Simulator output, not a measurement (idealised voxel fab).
The process module that follows is named voxel self aligned vias.
In the cross-section labelled cut, the width is 220 nm and each square cell is 5 nm.
If you're reading a cross-section in this doc, picture square cells in a grid; it comes to you as bands, top ones listed first down to the bottom, and a band can be one or more rows of cells.
Top, bottom (nm), then materials left to right with widths (nm); lone material tagged "edge to edge" fills the whole band edge to edge; "air" = empty space.
Zero point of the height axis is 0; under it, received wafer = one material. Lowest band: continues down indefinitely, "from 0 down".
The width entry "30..40" should be interpreted row by row: the top row of cells in the band takes the first number, the bottom row takes the second number, and the change between adjacent rows is uniform throughout.
"no alteration" for a step: no cell of the cross-section changed in that step.
Basically, "Sealed void inventory" tells you about the enclosed voids: empty spaces with no open way to the top, 8 cells or bigger, each written width x height at distance, where distance is from the left edge, all in nm.
Formally, on a step line, whatever follows the settings is a remark that the simulator itself makes on the step.
You can add "overlay nm" to a step's line. For a step with a mask, it describes how far the mask lay to the right of its planned position, and a negative number describes a lay to the left.

Listed below are the process steps as planned
1) RECEIVE, material Si
2) CONFORMAL_DEP, material SiO2, thk nm 15
3) CONFORMAL_DEP, material SiCN, thk nm 5
4) DIRECTIONAL_DEP, material SiO2, thk nm 25
5) DIRECTIONAL_DEP, material aC, thk nm 10
6) PATTERN, tone open, mask id LINES, material resist, width nm 30, pitch nm 70, thk nm 25, overlay nm 0
7) DIRECTIONAL_ETCH, etch materials aC, depth nm 10
8) STRIP, etch materials resist
9) DIRECTIONAL_ETCH, etch materials SiO2, depth nm 25
10) STRIP, etch materials aC
11) CONFORMAL_DEP, material TiN, thk nm 5
12) FILL_DEP, material Ru, thk nm 10
13) CMP, height nm 45
14) SELECTIVE_ETCH, etch materials W Ru TiN, depth nm 10
15) FILL_DEP, material SiN, thk nm 10
16) CMP, height nm 45
17) DIRECTIONAL_DEP, material SiO2, thk nm 15
18) MASKED_ETCH, tone open, mask id VIAS, width nm 50, pitch nm 70, etch materials SiO2, depth nm 15, overlay nm 0
19) MASKED_ETCH, tone open, mask id VIAS, width nm 50, pitch nm 70, etch materials SiN, depth nm 10, overlay nm 0
20) CONFORMAL_DEP, material TiN, thk nm 5
21) FILL_DEP, material Cu, thk nm 5
22) CMP, height nm 60
23) CONFORMAL_DEP, material SiCN, thk nm 5

As-received state of the wafer in cross-section, equivalent to post-step 1
- from 0 down: Si edge to edge
- Sealed void inventory: none

First of two wafers: cross-section at end of module, run per plan
- from 65 to 60: SiCN edge to edge
- from 60 to 50: 50 of SiO2 | 5 of TiN | 40 of Cu | 5 of TiN | 20 of SiO2 | 5 of TiN | 40 of Cu | 5 of TiN | 50 of SiO2
- from 50 to 40: 50..60 of SiO2 | 15..5 of TiN | 20 of Cu | 15..5 of TiN | 20..40 of SiO2 | 15..5 of TiN | 20 of Cu | 15..5 of TiN | 50..60 of SiO2
- from 40 to 35: 60 of SiO2 | 30 of TiN | 40 of SiO2 | 30 of TiN | 60 of SiO2
- from 35 to 25: 60 of SiO2 | 5 of TiN | 20 of Ru | 5 of TiN | 40 of SiO2 | 5 of TiN | 20 of Ru | 5 of TiN | 60 of SiO2
- from 25 to 20: 60 of SiO2 | 30 of TiN | 40 of SiO2 | 30 of TiN | 60 of SiO2
- from 20 to 15: SiCN edge to edge
- from 15 to 0: SiO2 edge to edge
- from 0 down: Si edge to edge
- Sealed void inventory: none

Second wafer of the two, sectioned at the end of the module. It began like the first and followed the same plan, but one mistake was made while running it
- from 65 to 60: SiCN edge to edge
- from 60 to 50: 45 of Cu | 5 of TiN | 50 of SiO2 | 5 of TiN | 10 of Cu | 5 of TiN | 50 of SiO2 | 5 of TiN | 45 of Cu
- from 50 to 45: 50 of TiN | 50 of SiO2 | 20 of TiN | 50 of SiO2 | 50 of TiN
- from 45 to 35: 60 of SiO2 | 30 of SiN | 40 of SiO2 | 30 of SiN | 60 of SiO2
- from 35 to 25: 60 of SiO2 | 5 of TiN | 20 of Ru | 5 of TiN | 40 of SiO2 | 5 of TiN | 20 of Ru | 5 of TiN | 60 of SiO2
- from 25 to 20: 60 of SiO2 | 30 of TiN | 40 of SiO2 | 30 of TiN | 60 of SiO2
- from 20 to 15: SiCN edge to edge
- from 15 to 0: SiO2 edge to edge
- from 0 down: Si edge to edge
- Sealed void inventory: none
What was the processing mistake? for step 18, the planned setting was not used; the step was instead run as MASKED_ETCH, tone cover, mask id VIAS, width nm 50, pitch nm 70, etch materials SiO2, depth nm 15, overlay nm 0
Heads up, by the end the second wafer has more or fewer cells of some materials compared to the first: 8 fewer of Cu | 24 more of SiN | 12 fewer of SiO2 | 4 fewer of TiN
